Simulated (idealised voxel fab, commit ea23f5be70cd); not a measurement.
process module | voxel transistor to metal
cross-section cut | 285 nm wide | cells 5 nm
A cross-section is a grid of square cells, given in bands from the top down. A band is one or more rows of cells.
Each band's line starts with the height of the band's top and of its bottom, in nm. Then come its materials from left to right, each with its width in nm. One material with "throughout" fills the band from edge to edge. "air" is empty space.
Height 0 is the level under which the wafer as received is all one material. The lowest band goes on downwards, as in "0 down".
A width such as "30 to 40" changes by the same amount from each row of cells to the next, from the band's top row to its bottom row.
"no change" after a step means that no cell of the cross-section changed.
closed voids: empty space of 8 cells or more with no open way to the top, each as width x height at its distance from the left edge, in nm
after a step's settings: what the simulator itself notes on the step
overlay nm, on a step with a mask: how far to the right of its planned place the mask lay; to the left if negative
plan
1 op RECEIVE | material Si
2 op CONFORMAL_DEP | material SiO2 | thk nm 5
3 op CONFORMAL_DEP | material SiN | thk nm 10
4 op DIRECTIONAL_DEP | material aC | thk nm 10
5 op PATTERN | tone cover | mask id ACTIVE | material resist | width nm 100 | pitch nm 130 | thk nm 25 | overlay nm 0
6 op DIRECTIONAL_ETCH | etch materials aC | depth nm 10
7 op STRIP | etch materials resist
8 op DIRECTIONAL_ETCH | etch materials SiN | depth nm 10
9 op DIRECTIONAL_ETCH | etch materials SiO2 | depth nm 5
10 op DIRECTIONAL_ETCH | etch materials Si | depth nm 35
11 op STRIP | etch materials aC
12 op FILL_DEP | material SiO2 | thk nm 15
13 op CMP | height nm 15
14 op SELECTIVE_ETCH | etch materials SiO2 | depth nm 10
15 op STRIP | etch materials SiN
16 op SELECTIVE_ETCH | etch materials SiO2 | depth nm 5
17 op OXIDIZE | depth nm 5
18 op DIRECTIONAL_DEP | material polySi | thk nm 20
19 op DIRECTIONAL_DEP | material SiCN | thk nm 15
20 op DIRECTIONAL_DEP | material aC | thk nm 10
21 op PATTERN | tone cover | mask id GATE | material resist | width nm 20 | pitch nm 130 | thk nm 25 | overlay nm 0
22 op DIRECTIONAL_ETCH | etch materials aC | depth nm 10
23 op STRIP | etch materials resist
24 op DIRECTIONAL_ETCH | etch materials SiCN | depth nm 25
25 op DIRECTIONAL_ETCH | etch materials polySi | depth nm 30
26 op STRIP | etch materials aC
27 op CONFORMAL_DEP | material SiO2 | thk nm 5
28 op DIRECTIONAL_ETCH | etch materials SiO2 | depth nm 5
29 op CONFORMAL_DEP | material SiN | thk nm 10
30 op DIRECTIONAL_ETCH | etch materials SiN | depth nm 10
31 op DIRECTIONAL_ETCH | etch materials SiO2 | depth nm 5
32 op DIRECTIONAL_ETCH | etch materials Si | depth nm 15
33 op EPI | material nSi | thk nm 20
34 op FILL_DEP | material SiO2 | thk nm 10
35 op CMP | height nm 35
36 op DIRECTIONAL_DEP | material SiO2 | thk nm 15
37 op PATTERN | tone open | mask id CONTACT | material resist | width nm 15 | thk nm 20 | overlay nm 0
38 op DIRECTIONAL_ETCH | etch materials SiO2 | depth nm 35
39 op STRIP | etch materials resist
40 op CONFORMAL_DEP | material TiN | thk nm 5
41 op FILL_DEP | material Ru | thk nm 5
42 op CMP | height nm 50
43 op DIRECTIONAL_DEP | material TiN | thk nm 5
44 op DIRECTIONAL_DEP | material Ru | thk nm 25
45 op MASKED_ETCH | tone cover | mask id METAL_1 | width nm 15 | etch materials Ru | depth nm 25 | overlay nm 0
46 op MASKED_ETCH | tone cover | mask id METAL_1 | width nm 15 | etch materials TiN | depth nm 5 | overlay nm 0
47 op CONFORMAL_DEP | material SiN | thk nm 5
48 op FILL_DEP | material lowk | thk nm 10
49 op CMP | height nm 80
50 op CONFORMAL_DEP | material SiCN | thk nm 5
first wafer, as planned
as received, after step 1
  0 down: Si throughout
  closed voids: none
after step 2
  5 to 0: SiO2 throughout
  below 0: unchanged
after step 3
  15 to 5: SiN throughout
  below 5: unchanged
after step 4
  25 to 15: aC throughout
  below 15: unchanged
after step 5
  50 to 25: air 25 | resist 100 | air 30 | resist 100 | air 30
  below 25: unchanged
after step 6
  40 to 25: air 25 | resist 100 | air 30 | resist 100 | air 30
  25 to 15: air 25 | aC 100 | air 30 | aC 100 | air 30
  below 15: unchanged
after step 7
  25 to 15: air 25 | aC 100 | air 30 | aC 100 | air 30
  below 15: unchanged
after step 8
  25 to 15: air 25 | aC 100 | air 30 | aC 100 | air 30
  15 to 5: air 25 | SiN 100 | air 30 | SiN 100 | air 30
  below 5: unchanged
after step 9
  25 to 15: air 25 | aC 100 | air 30 | aC 100 | air 30
  15 to 5: air 25 | SiN 100 | air 30 | SiN 100 | air 30
  5 to 0: air 25 | SiO2 100 | air 30 | SiO2 100 | air 30
  below 0: unchanged
after step 10
  25 to 15: air 25 | aC 100 | air 30 | aC 100 | air 30
  15 to 5: air 25 | SiN 100 | air 30 | SiN 100 | air 30
  5 to 0: air 25 | SiO2 100 | air 30 | SiO2 100 | air 30
  0 to -35: air 25 | Si 100 | air 30 | Si 100 | air 30
  below -35: unchanged
after step 11
  15 to 5: air 25 | SiN 100 | air 30 | SiN 100 | air 30
  below 5: unchanged
after step 12
  30 to 15: SiO2 throughout
  15 to 5: SiO2 25 | SiN 100 | SiO2 30 | SiN 100 | SiO2 30
  5 to 0: SiO2 throughout
  0 to -35: SiO2 25 | Si 100 | SiO2 30 | Si 100 | SiO2 30
  below -35: unchanged
after step 13
  15 to 5: SiO2 25 | SiN 100 | SiO2 30 | SiN 100 | SiO2 30
  below 5: unchanged
after step 14
  15 to 5: air 25 | SiN 100 | air 30 | SiN 100 | air 30
  below 5: unchanged
after step 15
  5 to 0: SiO2 throughout
  below 0: unchanged
after step 16
  0 to -35: SiO2 25 | Si 100 | SiO2 30 | Si 100 | SiO2 30
  below -35: unchanged
after step 17
  0 to -5: SiO2 throughout
  below -5: unchanged
after step 18
  20 to 0: polySi throughout
  below 0: unchanged
after step 19
  35 to 20: SiCN throughout
  below 20: unchanged
after step 20
  45 to 35: aC throughout
  below 35: unchanged
after step 21
  70 to 45: air 65 | resist 20 | air 110 | resist 20 | air 70
  below 45: unchanged
after step 22
  60 to 45: air 65 | resist 20 | air 110 | resist 20 | air 70
  45 to 35: air 65 | aC 20 | air 110 | aC 20 | air 70
  below 35: unchanged
after step 23
  45 to 35: air 65 | aC 20 | air 110 | aC 20 | air 70
  below 35: unchanged
after step 24
  45 to 35: air 65 | aC 20 | air 110 | aC 20 | air 70
  35 to 20: air 65 | SiCN 20 | air 110 | SiCN 20 | air 70
  below 20: unchanged
after step 25
  45 to 35: air 65 | aC 20 | air 110 | aC 20 | air 70
  35 to 20: air 65 | SiCN 20 | air 110 | SiCN 20 | air 70
  20 to 0: air 65 | polySi 20 | air 110 | polySi 20 | air 70
  below 0: unchanged
after step 26
  35 to 20: air 65 | SiCN 20 | air 110 | SiCN 20 | air 70
  below 20: unchanged
after step 27
  40 to 35: air 60 | SiO2 30 | air 100 | SiO2 30 | air 65
  35 to 20: air 60 | SiO2 5 | SiCN 20 | SiO2 5 | air 100 | SiO2 5 | SiCN 20 | SiO2 5 | air 65
  20 to 5: air 60 | SiO2 5 | polySi 20 | SiO2 5 | air 100 | SiO2 5 | polySi 20 | SiO2 5 | air 65
  5 to 0: SiO2 65 | polySi 20 | SiO2 110 | polySi 20 | SiO2 70
  below 0: unchanged
after step 28
  35 to 20: air 60 | SiO2 5 | SiCN 20 | SiO2 5 | air 100 | SiO2 5 | SiCN 20 | SiO2 5 | air 65
  20 to 0: air 60 | SiO2 5 | polySi 20 | SiO2 5 | air 100 | SiO2 5 | polySi 20 | SiO2 5 | air 65
  below 0: unchanged
after step 29
  45 to 35: air 50 | SiN 50 | air 80 | SiN 50 | air 55
  35 to 20: air 50 | SiN 10 | SiO2 5 | SiCN 20 | SiO2 5 | SiN 10 | air 80 | SiN 10 | SiO2 5 | SiCN 20 | SiO2 5 | SiN 10 | air 55
  20 to 10: air 50 | SiN 10 | SiO2 5 | polySi 20 | SiO2 5 | SiN 10 | air 80 | SiN 10 | SiO2 5 | polySi 20 | SiO2 5 | SiN 10 | air 55
  10 to 0: SiN 60 | SiO2 5 | polySi 20 | SiO2 5 | SiN 100 | SiO2 5 | polySi 20 | SiO2 5 | SiN 65
  below 0: unchanged
after step 30
  35 to 20: air 50 | SiN 10 | SiO2 5 | SiCN 20 | SiO2 5 | SiN 10 | air 80 | SiN 10 | SiO2 5 | SiCN 20 | SiO2 5 | SiN 10 | air 55
  20 to 0: air 50 | SiN 10 | SiO2 5 | polySi 20 | SiO2 5 | SiN 10 | air 80 | SiN 10 | SiO2 5 | polySi 20 | SiO2 5 | SiN 10 | air 55
  below 0: unchanged
after step 31
  35 to 30: air 50 | SiN 10 | air 5 | SiCN 20 | air 5 | SiN 10 | air 80 | SiN 10 | air 5 | SiCN 20 | air 5 | SiN 10 | air 55
  30 to 20: air 50 | SiN 10 | SiO2 5 | SiCN 20 | SiO2 5 | SiN 10 | air 80 | SiN 10 | SiO2 5 | SiCN 20 | SiO2 5 | SiN 10 | air 55
  20 to 0: air 50 | SiN 10 | SiO2 5 | polySi 20 | SiO2 5 | SiN 10 | air 80 | SiN 10 | SiO2 5 | polySi 20 | SiO2 5 | SiN 10 | air 55
  0 to -5: air 50 | SiO2 50 | air 80 | SiO2 50 | air 55
  below -5: unchanged
after step 32
  35 to 30: air 50 | SiN 10 | air 5 | SiCN 20 | air 5 | SiN 10 | air 80 | SiN 10 | air 5 | SiCN 20 | air 5 | SiN 10 | air 55
  30 to 20: air 50 | SiN 10 | SiO2 5 | SiCN 20 | SiO2 5 | SiN 10 | air 80 | SiN 10 | SiO2 5 | SiCN 20 | SiO2 5 | SiN 10 | air 55
  20 to 0: air 50 | SiN 10 | SiO2 5 | polySi 20 | SiO2 5 | SiN 10 | air 80 | SiN 10 | SiO2 5 | polySi 20 | SiO2 5 | SiN 10 | air 55
  0 to -5: air 50 | SiO2 50 | air 80 | SiO2 50 | air 55
  -5 to -20: SiO2 25 | air 25 | Si 50 | air 25 | SiO2 30 | air 25 | Si 50 | air 25 | SiO2 30
  below -20: unchanged
after step 33
  35 to 30: air 50 | SiN 10 | air 5 | SiCN 20 | air 5 | SiN 10 | air 80 | SiN 10 | air 5 | SiCN 20 | air 5 | SiN 10 | air 55
  30 to 20: air 50 | SiN 10 | SiO2 5 | SiCN 20 | SiO2 5 | SiN 10 | air 80 | SiN 10 | SiO2 5 | SiCN 20 | SiO2 5 | SiN 10 | air 55
  20 to 15: air 50 | SiN 10 | SiO2 5 | polySi 20 | SiO2 5 | SiN 10 | air 80 | SiN 10 | SiO2 5 | polySi 20 | SiO2 5 | SiN 10 | air 55
  15 to 0: air 30 | nSi 20 | SiN 10 | SiO2 5 | polySi 20 | SiO2 5 | SiN 10 | nSi 20 | air 40 | nSi 20 | SiN 10 | SiO2 5 | polySi 20 | SiO2 5 | SiN 10 | nSi 20 | air 35
  0 to -5: air 20 | nSi 30 | SiO2 50 | nSi 30 | air 20 | nSi 30 | SiO2 50 | nSi 30 | air 25
  -5 to -20: SiO2 25 | nSi 25 | Si 50 | nSi 25 | SiO2 30 | nSi 25 | Si 50 | nSi 25 | SiO2 30
  below -20: unchanged
after step 34
  45 to 35: SiO2 throughout
  35 to 20: SiO2 50 | SiN 10 | SiO2 5 | SiCN 20 | SiO2 5 | SiN 10 | SiO2 80 | SiN 10 | SiO2 5 | SiCN 20 | SiO2 5 | SiN 10 | SiO2 55
  20 to 15: SiO2 50 | SiN 10 | SiO2 5 | polySi 20 | SiO2 5 | SiN 10 | SiO2 80 | SiN 10 | SiO2 5 | polySi 20 | SiO2 5 | SiN 10 | SiO2 55
  15 to 0: SiO2 30 | nSi 20 | SiN 10 | SiO2 5 | polySi 20 | SiO2 5 | SiN 10 | nSi 20 | SiO2 40 | nSi 20 | SiN 10 | SiO2 5 | polySi 20 | SiO2 5 | SiN 10 | nSi 20 | SiO2 35
  0 to -5: SiO2 20 | nSi 30 | SiO2 50 | nSi 30 | SiO2 20 | nSi 30 | SiO2 50 | nSi 30 | SiO2 25
  below -5: unchanged
after step 35
  35 to 20: SiO2 50 | SiN 10 | SiO2 5 | SiCN 20 | SiO2 5 | SiN 10 | SiO2 80 | SiN 10 | SiO2 5 | SiCN 20 | SiO2 5 | SiN 10 | SiO2 55
  below 20: unchanged
after step 36
  50 to 35: SiO2 throughout
  below 35: unchanged
after step 37
  70 to 50: resist 30 | air 15 | resist 60 | air 15 | resist 40 | air 15 | resist 60 | air 15 | resist 35
  below 50: unchanged
after step 38
  70 to 50: resist 30 | air 15 | resist 60 | air 15 | resist 40 | air 15 | resist 60 | air 15 | resist 35
  50 to 35: SiO2 30 | air 15 | SiO2 60 | air 15 | SiO2 40 | air 15 | SiO2 60 | air 15 | SiO2 35
  35 to 20: SiO2 30 | air 15 | SiO2 5 | SiN 10 | SiO2 5 | SiCN 20 | SiO2 5 | SiN 10 | SiO2 5 | air 15 | SiO2 40 | air 15 | SiO2 5 | SiN 10 | SiO2 5 | SiCN 20 | SiO2 5 | SiN 10 | SiO2 5 | air 15 | SiO2 35
  20 to 15: SiO2 30 | air 15 | SiO2 5 | SiN 10 | SiO2 5 | polySi 20 | SiO2 5 | SiN 10 | SiO2 5 | air 15 | SiO2 40 | air 15 | SiO2 5 | SiN 10 | SiO2 5 | polySi 20 | SiO2 5 | SiN 10 | SiO2 5 | air 15 | SiO2 35
  below 15: unchanged
after step 39
  50 to 35: SiO2 30 | air 15 | SiO2 60 | air 15 | SiO2 40 | air 15 | SiO2 60 | air 15 | SiO2 35
  below 35: unchanged
after step 40
  55 to 50: TiN 35 | air 5 | TiN 70 | air 5 | TiN 50 | air 5 | TiN 70 | air 5 | TiN 40
  50 to 35: SiO2 30 | TiN 5 | air 5 | TiN 5 | SiO2 60 | TiN 5 | air 5 | TiN 5 | SiO2 40 | TiN 5 | air 5 | TiN 5 | SiO2 60 | TiN 5 | air 5 | TiN 5 | SiO2 35
  35 to 20: SiO2 30 | TiN 5 | air 5 | TiN 5 | SiO2 5 | SiN 10 | SiO2 5 | SiCN 20 | SiO2 5 | SiN 10 | SiO2 5 | TiN 5 | air 5 | TiN 5 | SiO2 40 | TiN 5 | air 5 | TiN 5 | SiO2 5 | SiN 10 | SiO2 5 | SiCN 20 | SiO2 5 | SiN 10 | SiO2 5 | TiN 5 | air 5 | TiN 5 | SiO2 35
  20 to 15: SiO2 30 | TiN 15 | SiO2 5 | SiN 10 | SiO2 5 | polySi 20 | SiO2 5 | SiN 10 | SiO2 5 | TiN 15 | SiO2 40 | TiN 15 | SiO2 5 | SiN 10 | SiO2 5 | polySi 20 | SiO2 5 | SiN 10 | SiO2 5 | TiN 15 | SiO2 35
  below 15: unchanged
after step 41
  60 to 55: Ru throughout
  55 to 50: TiN 35 | Ru 5 | TiN 70 | Ru 5 | TiN 50 | Ru 5 | TiN 70 | Ru 5 | TiN 40
  50 to 35: SiO2 30 | TiN 5 | Ru 5 | TiN 5 | SiO2 60 | TiN 5 | Ru 5 | TiN 5 | SiO2 40 | TiN 5 | Ru 5 | TiN 5 | SiO2 60 | TiN 5 | Ru 5 | TiN 5 | SiO2 35
  35 to 20: SiO2 30 | TiN 5 | Ru 5 | TiN 5 | SiO2 5 | SiN 10 | SiO2 5 | SiCN 20 | SiO2 5 | SiN 10 | SiO2 5 | TiN 5 | Ru 5 | TiN 5 | SiO2 40 | TiN 5 | Ru 5 | TiN 5 | SiO2 5 | SiN 10 | SiO2 5 | SiCN 20 | SiO2 5 | SiN 10 | SiO2 5 | TiN 5 | Ru 5 | TiN 5 | SiO2 35
  below 20: unchanged
after step 42
  50 to 35: SiO2 30 | TiN 5 | Ru 5 | TiN 5 | SiO2 60 | TiN 5 | Ru 5 | TiN 5 | SiO2 40 | TiN 5 | Ru 5 | TiN 5 | SiO2 60 | TiN 5 | Ru 5 | TiN 5 | SiO2 35
  below 35: unchanged
after step 43
  55 to 50: TiN throughout
  below 50: unchanged
after step 44
  80 to 55: Ru throughout
  below 55: unchanged
after step 45
  80 to 55: air 30 | Ru 15 | air 60 | Ru 15 | air 40 | Ru 15 | air 60 | Ru 15 | air 35
  below 55: unchanged
after step 46
  80 to 55: air 30 | Ru 15 | air 60 | Ru 15 | air 40 | Ru 15 | air 60 | Ru 15 | air 35
  55 to 50: air 30 | TiN 15 | air 60 | TiN 15 | air 40 | TiN 15 | air 60 | TiN 15 | air 35
  below 50: unchanged
after step 47
  85 to 80: air 25 | SiN 25 | air 50 | SiN 25 | air 30 | SiN 25 | air 50 | SiN 25 | air 30
  80 to 55: air 25 | SiN 5 | Ru 15 | SiN 5 | air 50 | SiN 5 | Ru 15 | SiN 5 | air 30 | SiN 5 | Ru 15 | SiN 5 | air 50 | SiN 5 | Ru 15 | SiN 5 | air 30
  55 to 50: SiN 30 | TiN 15 | SiN 60 | TiN 15 | SiN 40 | TiN 15 | SiN 60 | TiN 15 | SiN 35
  below 50: unchanged
after step 48
  95 to 85: lowk throughout
  85 to 80: lowk 25 | SiN 25 | lowk 50 | SiN 25 | lowk 30 | SiN 25 | lowk 50 | SiN 25 | lowk 30
  80 to 55: lowk 25 | SiN 5 | Ru 15 | SiN 5 | lowk 50 | SiN 5 | Ru 15 | SiN 5 | lowk 30 | SiN 5 | Ru 15 | SiN 5 | lowk 50 | SiN 5 | Ru 15 | SiN 5 | lowk 30
  below 55: unchanged
after step 49
  80 to 55: lowk 25 | SiN 5 | Ru 15 | SiN 5 | lowk 50 | SiN 5 | Ru 15 | SiN 5 | lowk 30 | SiN 5 | Ru 15 | SiN 5 | lowk 50 | SiN 5 | Ru 15 | SiN 5 | lowk 30
  below 55: unchanged
after step 50
  85 to 80: SiCN throughout
  below 80: unchanged
second wafer: like start, like plan, one mistake. Through step 12 it matches the first wafer
when step 13 should have ended: no change
when step 14 should have ended
  20 to 15: SiO2 throughout
  below 15: unchanged
when step 15 should have ended: no change
when step 16 should have ended
  15 to 5: SiO2 25 | SiN 100 | SiO2 30 | SiN 100 | SiO2 30
  below 5: unchanged
when step 17 should have ended: no change
when step 18 should have ended
  35 to 15: polySi throughout
  below 15: unchanged
when step 19 should have ended
  50 to 35: SiCN throughout
  below 35: unchanged
when step 20 should have ended
  60 to 50: aC throughout
  below 50: unchanged
when step 21 should have ended
  85 to 60: air 65 | resist 20 | air 110 | resist 20 | air 70
  below 60: unchanged
when step 22 should have ended
  75 to 60: air 65 | resist 20 | air 110 | resist 20 | air 70
  60 to 50: air 65 | aC 20 | air 110 | aC 20 | air 70
  below 50: unchanged
when step 23 should have ended
  60 to 50: air 65 | aC 20 | air 110 | aC 20 | air 70
  below 50: unchanged
when step 24 should have ended
  60 to 50: air 65 | aC 20 | air 110 | aC 20 | air 70
  50 to 35: air 65 | SiCN 20 | air 110 | SiCN 20 | air 70
  below 35: unchanged
when step 25 should have ended
  60 to 50: air 65 | aC 20 | air 110 | aC 20 | air 70
  50 to 35: air 65 | SiCN 20 | air 110 | SiCN 20 | air 70
  35 to 15: air 65 | polySi 20 | air 110 | polySi 20 | air 70
  below 15: unchanged
when step 26 should have ended
  50 to 35: air 65 | SiCN 20 | air 110 | SiCN 20 | air 70
  below 35: unchanged
when step 27 should have ended
  55 to 50: air 60 | SiO2 30 | air 100 | SiO2 30 | air 65
  50 to 35: air 60 | SiO2 5 | SiCN 20 | SiO2 5 | air 100 | SiO2 5 | SiCN 20 | SiO2 5 | air 65
  35 to 20: air 60 | SiO2 5 | polySi 20 | SiO2 5 | air 100 | SiO2 5 | polySi 20 | SiO2 5 | air 65
  20 to 15: SiO2 65 | polySi 20 | SiO2 110 | polySi 20 | SiO2 70
  below 15: unchanged
when step 28 should have ended
  50 to 35: air 60 | SiO2 5 | SiCN 20 | SiO2 5 | air 100 | SiO2 5 | SiCN 20 | SiO2 5 | air 65
  35 to 15: air 60 | SiO2 5 | polySi 20 | SiO2 5 | air 100 | SiO2 5 | polySi 20 | SiO2 5 | air 65
  below 15: unchanged
when step 29 should have ended
  60 to 50: air 50 | SiN 50 | air 80 | SiN 50 | air 55
  50 to 35: air 50 | SiN 10 | SiO2 5 | SiCN 20 | SiO2 5 | SiN 10 | air 80 | SiN 10 | SiO2 5 | SiCN 20 | SiO2 5 | SiN 10 | air 55
  35 to 25: air 50 | SiN 10 | SiO2 5 | polySi 20 | SiO2 5 | SiN 10 | air 80 | SiN 10 | SiO2 5 | polySi 20 | SiO2 5 | SiN 10 | air 55
  25 to 15: SiN 60 | SiO2 5 | polySi 20 | SiO2 5 | SiN 100 | SiO2 5 | polySi 20 | SiO2 5 | SiN 65
  below 15: unchanged
when step 30 should have ended
  50 to 35: air 50 | SiN 10 | SiO2 5 | SiCN 20 | SiO2 5 | SiN 10 | air 80 | SiN 10 | SiO2 5 | SiCN 20 | SiO2 5 | SiN 10 | air 55
  35 to 15: air 50 | SiN 10 | SiO2 5 | polySi 20 | SiO2 5 | SiN 10 | air 80 | SiN 10 | SiO2 5 | polySi 20 | SiO2 5 | SiN 10 | air 55
  below 15: unchanged
when step 31 should have ended
  50 to 45: air 50 | SiN 10 | air 5 | SiCN 20 | air 5 | SiN 10 | air 80 | SiN 10 | air 5 | SiCN 20 | air 5 | SiN 10 | air 55
  45 to 35: air 50 | SiN 10 | SiO2 5 | SiCN 20 | SiO2 5 | SiN 10 | air 80 | SiN 10 | SiO2 5 | SiCN 20 | SiO2 5 | SiN 10 | air 55
  35 to 15: air 50 | SiN 10 | SiO2 5 | polySi 20 | SiO2 5 | SiN 10 | air 80 | SiN 10 | SiO2 5 | polySi 20 | SiO2 5 | SiN 10 | air 55
  15 to 10: air 25 | SiN 100 | air 30 | SiN 100 | air 30
  below 10: unchanged
when step 32 should have ended: no change
when step 33 should have ended: no change
when step 34 should have ended
  60 to 50: SiO2 throughout
  50 to 35: SiO2 50 | SiN 10 | SiO2 5 | SiCN 20 | SiO2 5 | SiN 10 | SiO2 80 | SiN 10 | SiO2 5 | SiCN 20 | SiO2 5 | SiN 10 | SiO2 55
  35 to 15: SiO2 50 | SiN 10 | SiO2 5 | polySi 20 | SiO2 5 | SiN 10 | SiO2 80 | SiN 10 | SiO2 5 | polySi 20 | SiO2 5 | SiN 10 | SiO2 55
  15 to 5: SiO2 25 | SiN 100 | SiO2 30 | SiN 100 | SiO2 30
  below 5: unchanged
when step 35 should have ended
  35 to 15: SiO2 50 | SiN 10 | SiO2 5 | polySi 20 | SiO2 5 | SiN 10 | SiO2 80 | SiN 10 | SiO2 5 | polySi 20 | SiO2 5 | SiN 10 | SiO2 55
  below 15: unchanged
when step 36 should have ended
  50 to 35: SiO2 throughout
  below 35: unchanged
when step 37 should have ended
  70 to 50: resist 30 | air 15 | resist 60 | air 15 | resist 40 | air 15 | resist 60 | air 15 | resist 35
  below 50: unchanged
when step 38 should have ended
  70 to 50: resist 30 | air 15 | resist 60 | air 15 | resist 40 | air 15 | resist 60 | air 15 | resist 35
  50 to 35: SiO2 30 | air 15 | SiO2 60 | air 15 | SiO2 40 | air 15 | SiO2 60 | air 15 | SiO2 35
  35 to 15: SiO2 30 | air 15 | SiO2 5 | SiN 10 | SiO2 5 | polySi 20 | SiO2 5 | SiN 10 | SiO2 5 | air 15 | SiO2 40 | air 15 | SiO2 5 | SiN 10 | SiO2 5 | polySi 20 | SiO2 5 | SiN 10 | SiO2 5 | air 15 | SiO2 35
  below 15: unchanged
when step 39 should have ended
  50 to 35: SiO2 30 | air 15 | SiO2 60 | air 15 | SiO2 40 | air 15 | SiO2 60 | air 15 | SiO2 35
  below 35: unchanged
when step 40 should have ended
  55 to 50: TiN 35 | air 5 | TiN 70 | air 5 | TiN 50 | air 5 | TiN 70 | air 5 | TiN 40
  50 to 35: SiO2 30 | TiN 5 | air 5 | TiN 5 | SiO2 60 | TiN 5 | air 5 | TiN 5 | SiO2 40 | TiN 5 | air 5 | TiN 5 | SiO2 60 | TiN 5 | air 5 | TiN 5 | SiO2 35
  35 to 20: SiO2 30 | TiN 5 | air 5 | TiN 5 | SiO2 5 | SiN 10 | SiO2 5 | polySi 20 | SiO2 5 | SiN 10 | SiO2 5 | TiN 5 | air 5 | TiN 5 | SiO2 40 | TiN 5 | air 5 | TiN 5 | SiO2 5 | SiN 10 | SiO2 5 | polySi 20 | SiO2 5 | SiN 10 | SiO2 5 | TiN 5 | air 5 | TiN 5 | SiO2 35
  20 to 15: SiO2 30 | TiN 15 | SiO2 5 | SiN 10 | SiO2 5 | polySi 20 | SiO2 5 | SiN 10 | SiO2 5 | TiN 15 | SiO2 40 | TiN 15 | SiO2 5 | SiN 10 | SiO2 5 | polySi 20 | SiO2 5 | SiN 10 | SiO2 5 | TiN 15 | SiO2 35
  below 15: unchanged
when step 41 should have ended
  60 to 55: Ru throughout
  55 to 50: TiN 35 | Ru 5 | TiN 70 | Ru 5 | TiN 50 | Ru 5 | TiN 70 | Ru 5 | TiN 40
  50 to 35: SiO2 30 | TiN 5 | Ru 5 | TiN 5 | SiO2 60 | TiN 5 | Ru 5 | TiN 5 | SiO2 40 | TiN 5 | Ru 5 | TiN 5 | SiO2 60 | TiN 5 | Ru 5 | TiN 5 | SiO2 35
  35 to 20: SiO2 30 | TiN 5 | Ru 5 | TiN 5 | SiO2 5 | SiN 10 | SiO2 5 | polySi 20 | SiO2 5 | SiN 10 | SiO2 5 | TiN 5 | Ru 5 | TiN 5 | SiO2 40 | TiN 5 | Ru 5 | TiN 5 | SiO2 5 | SiN 10 | SiO2 5 | polySi 20 | SiO2 5 | SiN 10 | SiO2 5 | TiN 5 | Ru 5 | TiN 5 | SiO2 35
  below 20: unchanged
when step 42 should have ended
  50 to 35: SiO2 30 | TiN 5 | Ru 5 | TiN 5 | SiO2 60 | TiN 5 | Ru 5 | TiN 5 | SiO2 40 | TiN 5 | Ru 5 | TiN 5 | SiO2 60 | TiN 5 | Ru 5 | TiN 5 | SiO2 35
  below 35: unchanged
when step 43 should have ended
  55 to 50: TiN throughout
  below 50: unchanged
when step 44 should have ended
  80 to 55: Ru throughout
  below 55: unchanged
when step 45 should have ended
  80 to 55: air 30 | Ru 15 | air 60 | Ru 15 | air 40 | Ru 15 | air 60 | Ru 15 | air 35
  below 55: unchanged
when step 46 should have ended
  80 to 55: air 30 | Ru 15 | air 60 | Ru 15 | air 40 | Ru 15 | air 60 | Ru 15 | air 35
  55 to 50: air 30 | TiN 15 | air 60 | TiN 15 | air 40 | TiN 15 | air 60 | TiN 15 | air 35
  below 50: unchanged
when step 47 should have ended
  85 to 80: air 25 | SiN 25 | air 50 | SiN 25 | air 30 | SiN 25 | air 50 | SiN 25 | air 30
  80 to 55: air 25 | SiN 5 | Ru 15 | SiN 5 | air 50 | SiN 5 | Ru 15 | SiN 5 | air 30 | SiN 5 | Ru 15 | SiN 5 | air 50 | SiN 5 | Ru 15 | SiN 5 | air 30
  55 to 50: SiN 30 | TiN 15 | SiN 60 | TiN 15 | SiN 40 | TiN 15 | SiN 60 | TiN 15 | SiN 35
  below 50: unchanged
when step 48 should have ended
  95 to 85: lowk throughout
  85 to 80: lowk 25 | SiN 25 | lowk 50 | SiN 25 | lowk 30 | SiN 25 | lowk 50 | SiN 25 | lowk 30
  80 to 55: lowk 25 | SiN 5 | Ru 15 | SiN 5 | lowk 50 | SiN 5 | Ru 15 | SiN 5 | lowk 30 | SiN 5 | Ru 15 | SiN 5 | lowk 50 | SiN 5 | Ru 15 | SiN 5 | lowk 30
  below 55: unchanged
when step 49 should have ended
  80 to 55: lowk 25 | SiN 5 | Ru 15 | SiN 5 | lowk 50 | SiN 5 | Ru 15 | SiN 5 | lowk 30 | SiN 5 | Ru 15 | SiN 5 | lowk 50 | SiN 5 | Ru 15 | SiN 5 | lowk 30
  below 55: unchanged
when step 50 should have ended
  85 to 80: SiCN throughout
  below 80: unchanged
what went wrong: step 13 was left out
at the end the second wafer has, in cells: 100 more of Si | 24 fewer of SiCN | 56 more of SiN | 132 fewer of nSi
